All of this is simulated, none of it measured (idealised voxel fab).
Process module heading - voxel ribs on slabs
It is cross-section cut that appears here, measuring 150 nm in width, its square cells being 5 nm in size.
Cross-section spec: square-cell grid; bands listed top down; each band is one or more rows. The band entry comprises the height of the band's top followed by the height of its bottom, expressed in nm, and subsequently the band's materials from left to right, each stated together with its width in nm. Where a single material is marked with the word "edge to edge", that material fills the band from edge to edge. The word "air" represents empty space. Height is counted from the level 0, under which the received wafer is composed throughout of one material. The lowest of the bands is not closed at the bottom but continues downward, in the notation "0 and below". A width given as "30 to 40" starts at the first number in the band's top row and ends at the second number in its bottom row, shifting by an equal amount at every step from row to row. No cell of the cross-section changed in a step that is given as "no change". "Completely enclosed voids" specifies each empty space that is not open to the top and that occupies no fewer than 8 cells, using the form width x height at distance, the distance measured from the left edge and all three quantities in nm. On each step's line, the part that comes after the settings is the simulator's own comment on the step. overlay nm: mask offset rightward from planned place, masked step; negative means leftward offset.

**Planned process steps**
1. RECEIVE: material Si
2. DIRECTIONAL_DEP: material SiO2, thk nm 20
3. DIRECTIONAL_DEP: material polySi, thk nm 15
4. PATTERN: tone cover, mask id RIB, material resist, width nm 25, thk nm 20, overlay nm 0
5. DIRECTIONAL_ETCH: etch materials polySi, depth nm 10
6. STRIP: etch materials resist
7. PATTERN: tone cover, mask id SLAB, material resist, width nm 85, thk nm 20, overlay nm 0
8. DIRECTIONAL_ETCH: etch materials polySi, depth nm 5
9. STRIP: etch materials resist
10. FILL_DEP: material SiO2, thk nm 20
11. CMP: height nm 45
12. DIRECTIONAL_DEP: material W, thk nm 10
13. MASKED_ETCH: tone cover, mask id HEATER, width nm 35, etch materials W, depth nm 10, overlay nm 0
14. CONFORMAL_DEP: material SiN, thk nm 10

**Here's what the wafer looked like in cross-section when it arrived - that's after step 1**
	0 and below: Si edge to edge
	Completely enclosed voids: none

**End-of-module cross-section of the first of two wafers, processed as planned**
	65 down to 55: air (45), SiN (55), air (50)
	55 down to 45: SiN (55), W (35), SiN (60)
	45 down to 35: SiO2 edge to edge
	35 down to 25: SiO2 (60), polySi (25), SiO2 (65)
	25 down to 20: SiO2 (30), polySi (85), SiO2 (35)
	20 down to 0: SiO2 edge to edge
	0 and below: Si edge to edge
	Completely enclosed voids: none

**Cross-section, wafer two of two, end of module: same start and plan as wafer one, one error in execution**
	65 down to 55: air (45), SiN (60), air (45)
	55 down to 45: SiN (55), W (40), SiN (55)
	45 down to 35: SiO2 edge to edge
	35 down to 25: SiO2 (60), polySi (25), SiO2 (65)
	25 down to 20: SiO2 (30), polySi (85), SiO2 (35)
	20 down to 0: SiO2 edge to edge
	0 and below: Si edge to edge
	Completely enclosed voids: none
what went wrong: the process deviated at step 13: the operation and settings actually run there were MASKED_ETCH: tone cover, mask id HEATER, width nm 40, etch materials W, depth nm 10, overlay nm 0
Final wafer comparison in cells, second versus first, more or fewer per material: 2 more of W
